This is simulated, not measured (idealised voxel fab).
Process module name: voxel gate over fins
Pictured: cross-section cut, 280 nm wide, on a grid of 5 nm square cells.
Each cross-section below is a grid of square cells, stated as bands in top-down order, with one or more rows of cells making up each band. Within each band entry, the heights of the top and of the bottom of the band appear first, in that order and in nm; the materials of the band then follow from left to right, each with its corresponding width in nm. The designation "everywhere" on a single material indicates that it fills the band from edge to edge; the designation "air" indicates empty space. Measure heights from 0. That's the level where, below it, the as-received wafer is all one material. The lowest band is bottomless and extends downward; write it as in "0 nm and below". Note: "30->40" means the width goes from the first number (top row of the band) to the second number (bottom row) in equal steps per row of cells. Any step labelled "same as before" changed none of the cells in the cross-section. Basically, "Entrapped voids" tells you about the enclosed voids: empty spaces with no open way to the top, 8 cells or bigger, each written width x height at distance, where distance is from the left edge, all in nm. Heads up: the bit after the settings on a step's line is the simulator's remark on that step. A step's line can hold "overlay nm"; with a mask on that step, the setting says how far right of the planned place the mask lay, while a negative setting says it lay to the left.
## List of planned process steps
1. RECEIVE, material Si
2. CONFORMAL_DEP, material SiN, thk nm 10
3. MASKED_ETCH, tone cover, mask id FINS, width nm 15, pitch nm 55, etch materials SiN, depth nm 10, overlay nm 0
4. MASKED_ETCH, tone cover, mask id FINS, width nm 15, pitch nm 55, etch materials Si, depth nm 40, overlay nm 0
5. FILL_DEP, material SiO2, thk nm 15
6. CMP, height nm 10
7. DIRECTIONAL_DEP, material aC, thk nm 10
8. PATTERN, tone open, mask id RAIL, material resist, width nm 15, thk nm 25, overlay nm 0
9. DIRECTIONAL_ETCH, etch materials aC, depth nm 10
10. STRIP, etch materials resist
11. DIRECTIONAL_ETCH, etch materials SiO2, depth nm 45
12. STRIP, etch materials aC
13. CONFORMAL_DEP, material TiN, thk nm 5
14. FILL_DEP, material Ru, thk nm 5
15. CMP, height nm 10
16. SELECTIVE_ETCH, etch materials W Ru TiN, depth nm 30
17. FILL_DEP, material SiO2, thk nm 5
18. CMP, height nm 10
19. SELECTIVE_ETCH, etch materials SiO2, depth nm 25
20. STRIP, etch materials SiN
21. CONFORMAL_DEP, material HfO2, thk nm 5
22. CONFORMAL_DEP, material TiN, thk nm 5
23. CONFORMAL_DEP, material TiAl, thk nm 5
24. CONFORMAL_DEP, material TiN, thk nm 5
25. FILL_DEP, material W, thk nm 15
26. CMP, height nm 30
27. CONFORMAL_DEP, material SiN, thk nm 10
## First out of two wafers; run went to plan
## Incoming wafer in cross-section (state: after step 1)
0 nm and below  Si everywhere
Entrapped voids: none
## Once step 2 is through, the wafer looks like this in cross-section
10 nm to 0 nm  SiN everywhere
Whatever lies below 0 is exactly as it was before.
## Once step 3 is through, the wafer looks like this in cross-section
10 nm to 0 nm  air: 50, SiN: 15, air: 40, SiN: 15, air: 40, SiN: 15, air: 40, SiN: 15, air: 50
Whatever lies below 0 is exactly as it was before.
## Once step 4 is through, the wafer looks like this in cross-section
10 nm to 0 nm  air: 50, SiN: 15, air: 40, SiN: 15, air: 40, SiN: 15, air: 40, SiN: 15, air: 50
0 nm to -40 nm  air: 50, Si: 15, air: 40, Si: 15, air: 40, Si: 15, air: 40, Si: 15, air: 50
Whatever lies below -40 is exactly as it was before.
## Once step 5 is through, the wafer looks like this in cross-section
25 nm to 10 nm  SiO2 everywhere
10 nm to 0 nm  SiO2: 50, SiN: 15, SiO2: 40, SiN: 15, SiO2: 40, SiN: 15, SiO2: 40, SiN: 15, SiO2: 50
0 nm to -40 nm  SiO2: 50, Si: 15, SiO2: 40, Si: 15, SiO2: 40, Si: 15, SiO2: 40, Si: 15, SiO2: 50
Whatever lies below -40 is exactly as it was before.
## Once step 6 is through, the wafer looks like this in cross-section
10 nm to 0 nm  SiO2: 50, SiN: 15, SiO2: 40, SiN: 15, SiO2: 40, SiN: 15, SiO2: 40, SiN: 15, SiO2: 50
Whatever lies below 0 is exactly as it was before.
## Once step 7 is through, the wafer looks like this in cross-section
20 nm to 10 nm  aC everywhere
Whatever lies below 10 is exactly as it was before.
## Once step 8 is through, the wafer looks like this in cross-section
45 nm to 20 nm  resist: 75, air: 15, resist: 190
Whatever lies below 20 is exactly as it was before.
## Once step 9 is through, the wafer looks like this in cross-section
35 nm to 20 nm  resist: 75, air: 15, resist: 190
20 nm to 10 nm  aC: 75, air: 15, aC: 190
Whatever lies below 10 is exactly as it was before.
## Once step 10 is through, the wafer looks like this in cross-section
20 nm to 10 nm  aC: 75, air: 15, aC: 190
Whatever lies below 10 is exactly as it was before.
## Once step 11 is through, the wafer looks like this in cross-section
20 nm to 10 nm  aC: 75, air: 15, aC: 190
10 nm to 0 nm  SiO2: 50, SiN: 15, SiO2: 10, air: 15, SiO2: 15, SiN: 15, SiO2: 40, SiN: 15, SiO2: 40, SiN: 15, SiO2: 50
0 nm to -35 nm  SiO2: 50, Si: 15, SiO2: 10, air: 15, SiO2: 15, Si: 15, SiO2: 40, Si: 15, SiO2: 40, Si: 15, SiO2: 50
Whatever lies below -35 is exactly as it was before.
## Once step 12 is through, the wafer looks like this in cross-section
10 nm to 0 nm  SiO2: 50, SiN: 15, SiO2: 10, air: 15, SiO2: 15, SiN: 15, SiO2: 40, SiN: 15, SiO2: 40, SiN: 15, SiO2: 50
Whatever lies below 0 is exactly as it was before.
## Once step 13 is through, the wafer looks like this in cross-section
15 nm to 10 nm  TiN: 80, air: 5, TiN: 195
10 nm to 0 nm  SiO2: 50, SiN: 15, SiO2: 10, TiN: 5, air: 5, TiN: 5, SiO2: 15, SiN: 15, SiO2: 40, SiN: 15, SiO2: 40, SiN: 15, SiO2: 50
0 nm to -30 nm  SiO2: 50, Si: 15, SiO2: 10, TiN: 5, air: 5, TiN: 5, SiO2: 15, Si: 15, SiO2: 40, Si: 15, SiO2: 40, Si: 15, SiO2: 50
-30 nm to -35 nm  SiO2: 50, Si: 15, SiO2: 10, TiN: 15, SiO2: 15, Si: 15, SiO2: 40, Si: 15, SiO2: 40, Si: 15, SiO2: 50
Whatever lies below -35 is exactly as it was before.
## Once step 14 is through, the wafer looks like this in cross-section
20 nm to 15 nm  Ru everywhere
15 nm to 10 nm  TiN: 80, Ru: 5, TiN: 195
10 nm to 0 nm  SiO2: 50, SiN: 15, SiO2: 10, TiN: 5, Ru: 5, TiN: 5, SiO2: 15, SiN: 15, SiO2: 40, SiN: 15, SiO2: 40, SiN: 15, SiO2: 50
0 nm to -30 nm  SiO2: 50, Si: 15, SiO2: 10, TiN: 5, Ru: 5, TiN: 5, SiO2: 15, Si: 15, SiO2: 40, Si: 15, SiO2: 40, Si: 15, SiO2: 50
Whatever lies below -30 is exactly as it was before.
## Once step 15 is through, the wafer looks like this in cross-section
10 nm to 0 nm  SiO2: 50, SiN: 15, SiO2: 10, TiN: 5, Ru: 5, TiN: 5, SiO2: 15, SiN: 15, SiO2: 40, SiN: 15, SiO2: 40, SiN: 15, SiO2: 50
Whatever lies below 0 is exactly as it was before.
## Once step 16 is through, the wafer looks like this in cross-section
10 nm to 0 nm  SiO2: 50, SiN: 15, SiO2: 10, air: 15, SiO2: 15, SiN: 15, SiO2: 40, SiN: 15, SiO2: 40, SiN: 15, SiO2: 50
0 nm to -20 nm  SiO2: 50, Si: 15, SiO2: 10, air: 15, SiO2: 15, Si: 15, SiO2: 40, Si: 15, SiO2: 40, Si: 15, SiO2: 50
Whatever lies below -20 is exactly as it was before.
## Once step 17 is through, the wafer looks like this in cross-section
15 nm to 10 nm  SiO2 everywhere
10 nm to 0 nm  SiO2: 50, SiN: 15, SiO2: 40, SiN: 15, SiO2: 40, SiN: 15, SiO2: 40, SiN: 15, SiO2: 50
0 nm to -20 nm  SiO2: 50, Si: 15, SiO2: 40, Si: 15, SiO2: 40, Si: 15, SiO2: 40, Si: 15, SiO2: 50
Whatever lies below -20 is exactly as it was before.
## Once step 18 is through, the wafer looks like this in cross-section
10 nm to 0 nm  SiO2: 50, SiN: 15, SiO2: 40, SiN: 15, SiO2: 40, SiN: 15, SiO2: 40, SiN: 15, SiO2: 50
Whatever lies below 0 is exactly as it was before.
## Once step 19 is through, the wafer looks like this in cross-section
10 nm to 0 nm  air: 50, SiN: 15, air: 40, SiN: 15, air: 40, SiN: 15, air: 40, SiN: 15, air: 50
0 nm to -15 nm  air: 50, Si: 15, air: 40, Si: 15, air: 40, Si: 15, air: 40, Si: 15, air: 50
Whatever lies below -15 is exactly as it was before.
## Once step 20 is through, the wafer looks like this in cross-section
0 nm to -15 nm  air: 50, Si: 15, air: 40, Si: 15, air: 40, Si: 15, air: 40, Si: 15, air: 50
Whatever lies below -15 is exactly as it was before.
## Once step 21 is through, the wafer looks like this in cross-section
5 nm to 0 nm  air: 45, HfO2: 25, air: 30, HfO2: 25, air: 30, HfO2: 25, air: 30, HfO2: 25, air: 45
0 nm to -10 nm  air: 45, HfO2: 5, Si: 15, HfO2: 5, air: 30, HfO2: 5, Si: 15, HfO2: 5, air: 30, HfO2: 5, Si: 15, HfO2: 5, air: 30, HfO2: 5, Si: 15, HfO2: 5, air: 45
-10 nm to -15 nm  HfO2: 50, Si: 15, HfO2: 40, Si: 15, HfO2: 40, Si: 15, HfO2: 40, Si: 15, HfO2: 50
Whatever lies below -15 is exactly as it was before.
## Once step 22 is through, the wafer looks like this in cross-section
10 nm to 5 nm  air: 40, TiN: 35, air: 20, TiN: 35, air: 20, TiN: 35, air: 20, TiN: 35, air: 40
5 nm to 0 nm  air: 40, TiN: 5, HfO2: 25, TiN: 5, air: 20, TiN: 5, HfO2: 25, TiN: 5, air: 20, TiN: 5, HfO2: 25, TiN: 5, air: 20, TiN: 5, HfO2: 25, TiN: 5, air: 40
0 nm to -5 nm  air: 40, TiN: 5, HfO2: 5, Si: 15, HfO2: 5, TiN: 5, air: 20, TiN: 5, HfO2: 5, Si: 15, HfO2: 5, TiN: 5, air: 20, TiN: 5, HfO2: 5, Si: 15, HfO2: 5, TiN: 5, air: 20, TiN: 5, HfO2: 5, Si: 15, HfO2: 5, TiN: 5, air: 40
-5 nm to -10 nm  TiN: 45, HfO2: 5, Si: 15, HfO2: 5, TiN: 30, HfO2: 5, Si: 15, HfO2: 5, TiN: 30, HfO2: 5, Si: 15, HfO2: 5, TiN: 30, HfO2: 5, Si: 15, HfO2: 5, TiN: 45
Whatever lies below -10 is exactly as it was before.
## Once step 23 is through, the wafer looks like this in cross-section
15 nm to 10 nm  air: 35, TiAl: 45, air: 10, TiAl: 45, air: 10, TiAl: 45, air: 10, TiAl: 45, air: 35
10 nm to 5 nm  air: 35, TiAl: 5, TiN: 35, TiAl: 5, air: 10, TiAl: 5, TiN: 35, TiAl: 5, air: 10, TiAl: 5, TiN: 35, TiAl: 5, air: 10, TiAl: 5, TiN: 35, TiAl: 5, air: 35
5 nm to 0 nm  air: 35, TiAl: 5, TiN: 5, HfO2: 25, TiN: 5, TiAl: 5, air: 10, TiAl: 5, TiN: 5, HfO2: 25, TiN: 5, TiAl: 5, air: 10, TiAl: 5, TiN: 5, HfO2: 25, TiN: 5, TiAl: 5, air: 10, TiAl: 5, TiN: 5, HfO2: 25, TiN: 5, TiAl: 5, air: 35
0 nm to -5 nm  TiAl: 40, TiN: 5, HfO2: 5, Si: 15, HfO2: 5, TiN: 5, TiAl: 20, TiN: 5, HfO2: 5, Si: 15, HfO2: 5, TiN: 5, TiAl: 20, TiN: 5, HfO2: 5, Si: 15, HfO2: 5, TiN: 5, TiAl: 20, TiN: 5, HfO2: 5, Si: 15, HfO2: 5, TiN: 5, TiAl: 40
Whatever lies below -5 is exactly as it was before.
## Once step 24 is through, the wafer looks like this in cross-section
20 nm to 15 nm  air: 30, TiN: 220, air: 30
15 nm to 10 nm  air: 30, TiN: 5, TiAl: 45, TiN: 10, TiAl: 45, TiN: 10, TiAl: 45, TiN: 10, TiAl: 45, TiN: 5, air: 30
10 nm to 5 nm  air: 30, TiN: 5, TiAl: 5, TiN: 35, TiAl: 5, TiN: 10, TiAl: 5, TiN: 35, TiAl: 5, TiN: 10, TiAl: 5, TiN: 35, TiAl: 5, TiN: 10, TiAl: 5, TiN: 35, TiAl: 5, TiN: 5, air: 30
5 nm to 0 nm  TiN: 35, TiAl: 5, TiN: 5, HfO2: 25, TiN: 5, TiAl: 5, TiN: 10, TiAl: 5, TiN: 5, HfO2: 25, TiN: 5, TiAl: 5, TiN: 10, TiAl: 5, TiN: 5, HfO2: 25, TiN: 5, TiAl: 5, TiN: 10, TiAl: 5, TiN: 5, HfO2: 25, TiN: 5, TiAl: 5, TiN: 35
Whatever lies below 0 is exactly as it was before.
## Once step 25 is through, the wafer looks like this in cross-section
35 nm to 20 nm  W everywhere
20 nm to 15 nm  W: 30, TiN: 220, W: 30
15 nm to 10 nm  W: 30, TiN: 5, TiAl: 45, TiN: 10, TiAl: 45, TiN: 10, TiAl: 45, TiN: 10, TiAl: 45, TiN: 5, W: 30
10 nm to 5 nm  W: 30, TiN: 5, TiAl: 5, TiN: 35, TiAl: 5, TiN: 10, TiAl: 5, TiN: 35, TiAl: 5, TiN: 10, TiAl: 5, TiN: 35, TiAl: 5, TiN: 10, TiAl: 5, TiN: 35, TiAl: 5, TiN: 5, W: 30
Whatever lies below 5 is exactly as it was before.
## Once step 26 is through, the wafer looks like this in cross-section
30 nm to 20 nm  W everywhere
Whatever lies below 20 is exactly as it was before.
## Once step 27 is through, the wafer looks like this in cross-section
40 nm to 30 nm  SiN everywhere
Whatever lies below 30 is exactly as it was before.
## The remaining wafer, second of the two, started like the first and was run to the same plan, except that one mistake was made along the way; the two coincide through step 7, inclusive
## X-section, second wafer, when step 8 was due to finish
45 nm to 20 nm  air: 75, resist: 15, air: 190
Whatever lies below 20 is exactly as it was before.
## X-section, second wafer, when step 9 was due to finish
35 nm to 20 nm  air: 75, resist: 15, air: 190
20 nm to 10 nm  air: 75, aC: 15, air: 190
Whatever lies below 10 is exactly as it was before.
## X-section, second wafer, when step 10 was due to finish
20 nm to 10 nm  air: 75, aC: 15, air: 190
Whatever lies below 10 is exactly as it was before.
## X-section, second wafer, when step 11 was due to finish
20 nm to 10 nm  air: 75, aC: 15, air: 190
10 nm to 0 nm  air: 50, SiN: 15, air: 10, SiO2: 15, air: 15, SiN: 15, air: 40, SiN: 15, air: 40, SiN: 15, air: 50
0 nm to -35 nm  air: 50, Si: 15, air: 10, SiO2: 15, air: 15, Si: 15, air: 40, Si: 15, air: 40, Si: 15, air: 50
Whatever lies below -35 is exactly as it was before.
## X-section, second wafer, when step 12 was due to finish
10 nm to 0 nm  air: 50, SiN: 15, air: 10, SiO2: 15, air: 15, SiN: 15, air: 40, SiN: 15, air: 40, SiN: 15, air: 50
Whatever lies below 0 is exactly as it was before.
## X-section, second wafer, when step 13 was due to finish
15 nm to 10 nm  air: 45, TiN: 50, air: 5, TiN: 25, air: 30, TiN: 25, air: 30, TiN: 25, air: 45
10 nm to 0 nm  air: 45, TiN: 5, SiN: 15, TiN: 10, SiO2: 15, TiN: 5, air: 5, TiN: 5, SiN: 15, TiN: 5, air: 30, TiN: 5, SiN: 15, TiN: 5, air: 30, TiN: 5, SiN: 15, TiN: 5, air: 45
0 nm to -30 nm  air: 45, TiN: 5, Si: 15, TiN: 10, SiO2: 15, TiN: 5, air: 5, TiN: 5, Si: 15, TiN: 5, air: 30, TiN: 5, Si: 15, TiN: 5, air: 30, TiN: 5, Si: 15, TiN: 5, air: 45
-30 nm to -35 nm  TiN: 50, Si: 15, TiN: 10, SiO2: 15, TiN: 15, Si: 15, TiN: 40, Si: 15, TiN: 40, Si: 15, TiN: 50
Whatever lies below -35 is exactly as it was before.
## X-section, second wafer, when step 14 was due to finish
20 nm to 15 nm  Ru everywhere
15 nm to 10 nm  Ru: 45, TiN: 50, Ru: 5, TiN: 25, Ru: 30, TiN: 25, Ru: 30, TiN: 25, Ru: 45
10 nm to 0 nm  Ru: 45, TiN: 5, SiN: 15, TiN: 10, SiO2: 15, TiN: 5, Ru: 5, TiN: 5, SiN: 15, TiN: 5, Ru: 30, TiN: 5, SiN: 15, TiN: 5, Ru: 30, TiN: 5, SiN: 15, TiN: 5, Ru: 45
0 nm to -30 nm  Ru: 45, TiN: 5, Si: 15, TiN: 10, SiO2: 15, TiN: 5, Ru: 5, TiN: 5, Si: 15, TiN: 5, Ru: 30, TiN: 5, Si: 15, TiN: 5, Ru: 30, TiN: 5, Si: 15, TiN: 5, Ru: 45
Whatever lies below -30 is exactly as it was before.
## X-section, second wafer, when step 15 was due to finish
10 nm to 0 nm  Ru: 45, TiN: 5, SiN: 15, TiN: 10, SiO2: 15, TiN: 5, Ru: 5, TiN: 5, SiN: 15, TiN: 5, Ru: 30, TiN: 5, SiN: 15, TiN: 5, Ru: 30, TiN: 5, SiN: 15, TiN: 5, Ru: 45
Whatever lies below 0 is exactly as it was before.
## X-section, second wafer, when step 16 was due to finish
10 nm to 0 nm  air: 50, SiN: 15, air: 10, SiO2: 15, air: 15, SiN: 15, air: 40, SiN: 15, air: 40, SiN: 15, air: 50
0 nm to -20 nm  air: 50, Si: 15, air: 10, SiO2: 15, air: 15, Si: 15, air: 40, Si: 15, air: 40, Si: 15, air: 50
Whatever lies below -20 is exactly as it was before.
## X-section, second wafer, when step 17 was due to finish
15 nm to 10 nm  SiO2 everywhere
10 nm to 0 nm  SiO2: 50, SiN: 15, SiO2: 40, SiN: 15, SiO2: 40, SiN: 15, SiO2: 40, SiN: 15, SiO2: 50
0 nm to -20 nm  SiO2: 50, Si: 15, SiO2: 40, Si: 15, SiO2: 40, Si: 15, SiO2: 40, Si: 15, SiO2: 50
Whatever lies below -20 is exactly as it was before.
## X-section, second wafer, when step 18 was due to finish
10 nm to 0 nm  SiO2: 50, SiN: 15, SiO2: 40, SiN: 15, SiO2: 40, SiN: 15, SiO2: 40, SiN: 15, SiO2: 50
Whatever lies below 0 is exactly as it was before.
## X-section, second wafer, when step 19 was due to finish
10 nm to 0 nm  air: 50, SiN: 15, air: 40, SiN: 15, air: 40, SiN: 15, air: 40, SiN: 15, air: 50
0 nm to -15 nm  air: 50, Si: 15, air: 40, Si: 15, air: 40, Si: 15, air: 40, Si: 15, air: 50
Whatever lies below -15 is exactly as it was before.
## X-section, second wafer, when step 20 was due to finish
0 nm to -15 nm  air: 50, Si: 15, air: 40, Si: 15, air: 40, Si: 15, air: 40, Si: 15, air: 50
Whatever lies below -15 is exactly as it was before.
## X-section, second wafer, when step 21 was due to finish
5 nm to 0 nm  air: 45, HfO2: 25, air: 30, HfO2: 25, air: 30, HfO2: 25, air: 30, HfO2: 25, air: 45
0 nm to -10 nm  air: 45, HfO2: 5, Si: 15, HfO2: 5, air: 30, HfO2: 5, Si: 15, HfO2: 5, air: 30, HfO2: 5, Si: 15, HfO2: 5, air: 30, HfO2: 5, Si: 15, HfO2: 5, air: 45
-10 nm to -15 nm  HfO2: 50, Si: 15, HfO2: 40, Si: 15, HfO2: 40, Si: 15, HfO2: 40, Si: 15, HfO2: 50
Whatever lies below -15 is exactly as it was before.
## X-section, second wafer, when step 22 was due to finish
10 nm to 5 nm  air: 40, TiN: 35, air: 20, TiN: 35, air: 20, TiN: 35, air: 20, TiN: 35, air: 40
5 nm to 0 nm  air: 40, TiN: 5, HfO2: 25, TiN: 5, air: 20, TiN: 5, HfO2: 25, TiN: 5, air: 20, TiN: 5, HfO2: 25, TiN: 5, air: 20, TiN: 5, HfO2: 25, TiN: 5, air: 40
0 nm to -5 nm  air: 40, TiN: 5, HfO2: 5, Si: 15, HfO2: 5, TiN: 5, air: 20, TiN: 5, HfO2: 5, Si: 15, HfO2: 5, TiN: 5, air: 20, TiN: 5, HfO2: 5, Si: 15, HfO2: 5, TiN: 5, air: 20, TiN: 5, HfO2: 5, Si: 15, HfO2: 5, TiN: 5, air: 40
-5 nm to -10 nm  TiN: 45, HfO2: 5, Si: 15, HfO2: 5, TiN: 30, HfO2: 5, Si: 15, HfO2: 5, TiN: 30, HfO2: 5, Si: 15, HfO2: 5, TiN: 30, HfO2: 5, Si: 15, HfO2: 5, TiN: 45
Whatever lies below -10 is exactly as it was before.
## X-section, second wafer, when step 23 was due to finish
15 nm to 10 nm  air: 35, TiAl: 45, air: 10, TiAl: 45, air: 10, TiAl: 45, air: 10, TiAl: 45, air: 35
10 nm to 5 nm  air: 35, TiAl: 5, TiN: 35, TiAl: 5, air: 10, TiAl: 5, TiN: 35, TiAl: 5, air: 10, TiAl: 5, TiN: 35, TiAl: 5, air: 10, TiAl: 5, TiN: 35, TiAl: 5, air: 35
5 nm to 0 nm  air: 35, TiAl: 5, TiN: 5, HfO2: 25, TiN: 5, TiAl: 5, air: 10, TiAl: 5, TiN: 5, HfO2: 25, TiN: 5, TiAl: 5, air: 10, TiAl: 5, TiN: 5, HfO2: 25, TiN: 5, TiAl: 5, air: 10, TiAl: 5, TiN: 5, HfO2: 25, TiN: 5, TiAl: 5, air: 35
0 nm to -5 nm  TiAl: 40, TiN: 5, HfO2: 5, Si: 15, HfO2: 5, TiN: 5, TiAl: 20, TiN: 5, HfO2: 5, Si: 15, HfO2: 5, TiN: 5, TiAl: 20, TiN: 5, HfO2: 5, Si: 15, HfO2: 5, TiN: 5, TiAl: 20, TiN: 5, HfO2: 5, Si: 15, HfO2: 5, TiN: 5, TiAl: 40
Whatever lies below -5 is exactly as it was before.
## X-section, second wafer, when step 24 was due to finish
20 nm to 15 nm  air: 30, TiN: 220, air: 30
15 nm to 10 nm  air: 30, TiN: 5, TiAl: 45, TiN: 10, TiAl: 45, TiN: 10, TiAl: 45, TiN: 10, TiAl: 45, TiN: 5, air: 30
10 nm to 5 nm  air: 30, TiN: 5, TiAl: 5, TiN: 35, TiAl: 5, TiN: 10, TiAl: 5, TiN: 35, TiAl: 5, TiN: 10, TiAl: 5, TiN: 35, TiAl: 5, TiN: 10, TiAl: 5, TiN: 35, TiAl: 5, TiN: 5, air: 30
5 nm to 0 nm  TiN: 35, TiAl: 5, TiN: 5, HfO2: 25, TiN: 5, TiAl: 5, TiN: 10, TiAl: 5, TiN: 5, HfO2: 25, TiN: 5, TiAl: 5, TiN: 10, TiAl: 5, TiN: 5, HfO2: 25, TiN: 5, TiAl: 5, TiN: 10, TiAl: 5, TiN: 5, HfO2: 25, TiN: 5, TiAl: 5, TiN: 35
Whatever lies below 0 is exactly as it was before.
## X-section, second wafer, when step 25 was due to finish
35 nm to 20 nm  W everywhere
20 nm to 15 nm  W: 30, TiN: 220, W: 30
15 nm to 10 nm  W: 30, TiN: 5, TiAl: 45, TiN: 10, TiAl: 45, TiN: 10, TiAl: 45, TiN: 10, TiAl: 45, TiN: 5, W: 30
10 nm to 5 nm  W: 30, TiN: 5, TiAl: 5, TiN: 35, TiAl: 5, TiN: 10, TiAl: 5, TiN: 35, TiAl: 5, TiN: 10, TiAl: 5, TiN: 35, TiAl: 5, TiN: 10, TiAl: 5, TiN: 35, TiAl: 5, TiN: 5, W: 30
Whatever lies below 5 is exactly as it was before.
## X-section, second wafer, when step 26 was due to finish
30 nm to 20 nm  W everywhere
Whatever lies below 20 is exactly as it was before.
## X-section, second wafer, when step 27 was due to finish
40 nm to 30 nm  SiN everywhere
Whatever lies below 30 is exactly as it was before.
Diagnosis: step 8 ran as: PATTERN, tone cover, mask id RAIL, material resist, width nm 15, thk nm 25, overlay nm 0
Final tally in cells, some materials are higher or lower on the second wafer than on the first: Ru +60 | SiO2 -114 | TiN +54
